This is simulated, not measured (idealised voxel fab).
Process module in this document: voxel capacitor over wiring
cross-section cut | 265 nm wide | cells 5 nm
Cross-section spec: square-cell grid; bands listed top down; each band is one or more rows. Top, bottom (nm), then materials left to right with widths (nm); lone material tagged "full width" fills the whole band edge to edge; "empty" = empty space. Basically, 0 is our baseline, since under it the wafer straight out of the box is all one material. The bottom band has no lower end and keeps on going down, so it looks like "0 nm and below". Top row gets the first number, bottom row gets the second, and each row in between changes by the same step: that is how a band width like "30 to 40" works. "same as before" -> step changed no cross-section cell. In "Closed internal voids" the enclosed voids are listed, meaning empty spaces of 8 cells or larger without any opening to the top. The form is width x height at distance, distance from the left edge, units nm. Where a step's line continues beyond its settings, the continuation is a remark by the simulator itself on that step. overlay nm: for a step with a mask, the amount by which the mask lay right of where it was planned; a negative amount means left of it.
Plan:
1. RECEIVE, material Si
2. CONFORMAL_DEP, material SiO2, thk nm 15
3. CONFORMAL_DEP, material SiCN, thk nm 5
4. DIRECTIONAL_DEP, material SiO2, thk nm 20
5. MASKED_ETCH, tone open, mask id METAL_1, width nm 30, pitch nm 90, etch materials SiO2, depth nm 20, overlay nm 0
6. MASKED_ETCH, tone open, mask id METAL_1, width nm 30, pitch nm 90, etch materials SiCN, depth nm 5, overlay nm 0
7. CONFORMAL_DEP, material TiN, thk nm 5
8. FILL_DEP, material Cu, thk nm 10
9. CMP, height nm 40
10. CONFORMAL_DEP, material SiCN, thk nm 5
11. DIRECTIONAL_DEP, material lowk, thk nm 15
12. PATTERN, tone open, mask id PLUG_1, material resist, width nm 15, thk nm 20, overlay nm 0
13. DIRECTIONAL_ETCH, etch materials lowk, depth nm 15
14. DIRECTIONAL_ETCH, etch materials SiCN, depth nm 5
15. STRIP, etch materials resist
16. EPI, material Ru, thk nm 10
17. EPI, material Ru, thk nm 10
18. DIRECTIONAL_DEP, material TiN, thk nm 5
19. DIRECTIONAL_DEP, material HfO2, thk nm 5
20. DIRECTIONAL_DEP, material TiN, thk nm 5
21. DIRECTIONAL_DEP, material aC, thk nm 15
22. PATTERN, tone cover, mask id UPPER_PLATE, material resist, width nm 65, thk nm 30, overlay nm 0
23. DIRECTIONAL_ETCH, etch materials aC, depth nm 15
24. STRIP, etch materials resist
25. DIRECTIONAL_ETCH, etch materials TiN, depth nm 5
26. DIRECTIONAL_ETCH, etch materials HfO2, depth nm 5
27. STRIP, etch materials aC
28. MASKED_ETCH, tone cover, mask id LOWER_PLATE, width nm 75, etch materials TiN, depth nm 5, overlay nm 0
29. FILL_DEP, material SiO2, thk nm 15
30. CMP, height nm 85
31. DIRECTIONAL_DEP, material aC, thk nm 15
32. PATTERN, tone open, mask id PLUG_2, material resist, width nm 15, thk nm 30, overlay nm 0
33. DIRECTIONAL_ETCH, etch materials aC, depth nm 15
34. STRIP, etch materials resist
35. DIRECTIONAL_ETCH, etch materials SiO2, depth nm 10
36. STRIP, etch materials aC
37. CONFORMAL_DEP, material TiN, thk nm 5
38. FILL_DEP, material Cu, thk nm 5
39. CMP, height nm 85
40. CONFORMAL_DEP, material SiCN, thk nm 5
Here's what the wafer looked like in cross-section when it arrived - that's after step 1:
* 0 nm and below  Si full width
* Closed internal voids: none
Looking at the first of two wafers in cross-section at end of module - ran to plan:
* 90 nm to 85 nm  SiCN full width
* 85 nm to 80 nm  95 nm SiO2, then 5 nm TiN, then 5 nm Cu, then 5 nm TiN, then 155 nm SiO2
* 80 nm to 70 nm  95 to 85 nm SiO2, then 15 to 65 nm TiN, then 155 to 115 nm SiO2
* 70 nm to 65 nm  85 nm SiO2, then 65 nm HfO2, then 115 nm SiO2
* 65 nm to 60 nm  80 nm SiO2, then 75 nm TiN, then 110 nm SiO2
* 60 nm to 45 nm  85 nm lowk, then 15 nm Ru, then 165 nm lowk
* 45 nm to 40 nm  85 nm SiCN, then 15 nm Ru, then 165 nm SiCN
* 40 nm to 20 nm  70 nm SiO2, then 5 nm TiN, then 20 nm Cu, then 5 nm TiN, then 60 nm SiO2, then 5 nm TiN, then 20 nm Cu, then 5 nm TiN, then 75 nm SiO2
* 20 nm to 15 nm  70 nm SiCN, then 30 nm TiN, then 60 nm SiCN, then 30 nm TiN, then 75 nm SiCN
* 15 nm to 0 nm  SiO2 full width
* 0 nm and below  Si full width
* Closed internal voids: none
Now the second wafer, cross-sectioned at the end of the module. Nothing different at the start, nothing different in the plan compared with the first, just one mistake when it was actually run:
* 90 nm to 85 nm  SiCN full width
* 85 nm to 80 nm  95 nm SiO2, then 5 nm TiN, then 5 nm Cu, then 5 nm TiN, then 155 nm SiO2
* 80 nm to 70 nm  95 to 85 nm SiO2, then 15 to 65 nm TiN, then 155 to 115 nm SiO2
* 70 nm to 65 nm  85 nm SiO2, then 65 nm HfO2, then 115 nm SiO2
* 65 nm to 60 nm  80 nm SiO2, then 75 nm TiN, then 110 nm SiO2
* 60 nm to 45 nm  85 nm lowk, then 15 nm Ru, then 165 nm lowk
* 45 nm to 40 nm  85 nm SiCN, then 15 nm Ru, then 165 nm SiCN
* 40 nm to 25 nm  70 nm SiO2, then 5 nm TiN, then 20 nm Cu, then 5 nm TiN, then 60 nm SiO2, then 5 nm TiN, then 20 nm Cu, then 5 nm TiN, then 75 nm SiO2
* 25 nm to 20 nm  70 nm SiO2, then 30 nm TiN, then 60 nm SiO2, then 30 nm TiN, then 75 nm SiO2
* 20 nm to 5 nm  SiO2 full width
* 5 nm to 0 nm  SiCN full width
* 0 nm and below  Si full width
* Closed internal voids: none
Run error: swap of plan steps 2 and 3 during execution
It is noted that, at the conclusion of processing, the second wafer exhibits a higher or lower cell count for certain materials relative to the first: Cu -8, SiCN +12, TiN -4
